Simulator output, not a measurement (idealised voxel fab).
process module | voxel self aligned contacts
cross-section cut | 265 nm wide | cells 5 nm
A cross-section is a grid of square cells, given in bands from the top down. A band is one or more rows of cells.
Each band's line starts with the height of the band's top and of its bottom, in nm. Then come its materials from left to right, each with its width in nm. One material with "throughout" fills the band from edge to edge. "air" is empty space.
Height 0 is the level under which the wafer as received is all one material. The lowest band goes on downwards, as in "0 down".
A width such as "30 to 40" changes by the same amount from each row of cells to the next, from the band's top row to its bottom row.
"no change" after a step means that no cell of the cross-section changed.
closed voids: empty space of 8 cells or more with no open way to the top, each as width x height at its distance from the left edge, in nm
after a step's settings: what the simulator itself notes on the step
overlay nm, on a step with a mask: how far to the right of its planned place the mask lay; to the left if negative
plan
1 op RECEIVE | material Si
2 op OXIDIZE | depth nm 5
3 op DIRECTIONAL_DEP | material polySi | thk nm 30
4 op DIRECTIONAL_DEP | material SiN | thk nm 20
5 op PATTERN | tone cover | mask id GATE | material resist | width nm 30 | pitch nm 65 | thk nm 20 | overlay nm 0
6 op DIRECTIONAL_ETCH | etch materials SiN | depth nm 20
7 op DIRECTIONAL_ETCH | etch materials polySi | depth nm 30
8 op STRIP | etch materials resist
9 op CONFORMAL_DEP | material SiN | thk nm 10
10 op DIRECTIONAL_ETCH | etch materials SiN | depth nm 10
11 op FILL_DEP | material SiO2 | thk nm 15
12 op CMP | height nm 55
13 op DIRECTIONAL_DEP | material aC | thk nm 15
14 op PATTERN | tone open | mask id CONTACT | material resist | width nm 45 | thk nm 30 | overlay nm 0
15 op DIRECTIONAL_ETCH | etch materials aC | depth nm 15
16 op STRIP | etch materials resist
17 op DIRECTIONAL_ETCH | etch materials SiO2 | depth nm 60
18 op STRIP | etch materials aC
19 op CONFORMAL_DEP | material TiN | thk nm 5
20 op FILL_DEP | material Ru | thk nm 10
21 op CMP | height nm 55
22 op CONFORMAL_DEP | material SiN | thk nm 5
as received, after step 1
  0 down: Si throughout
  closed voids: none
a wafer at the end: this start, this plan, one mistake
  60 to 55: SiN throughout
  55 to 50: SiO2 110 | TiN 30 | Ru 5 | TiN 10 | SiO2 110
  50 to 30: SiO2 85 | SiN 50 | TiN 5 | Ru 5 | TiN 5 | SiN 50 | SiO2 65
  30 to 0: SiO2 85 | SiN 10 | polySi 30 | SiN 10 | TiN 5 | Ru 5 | TiN 5 | SiN 10 | polySi 30 | SiN 10 | SiO2 65
  0 to -5: SiO2 135 | TiN 15 | SiO2 115
  -5 down: Si throughout
  closed voids: none
what went wrong: step 5 ran as: op PATTERN | tone cover | mask id GATE | material resist | width nm 30 | pitch nm 65 | thk nm 20 | overlay nm 10
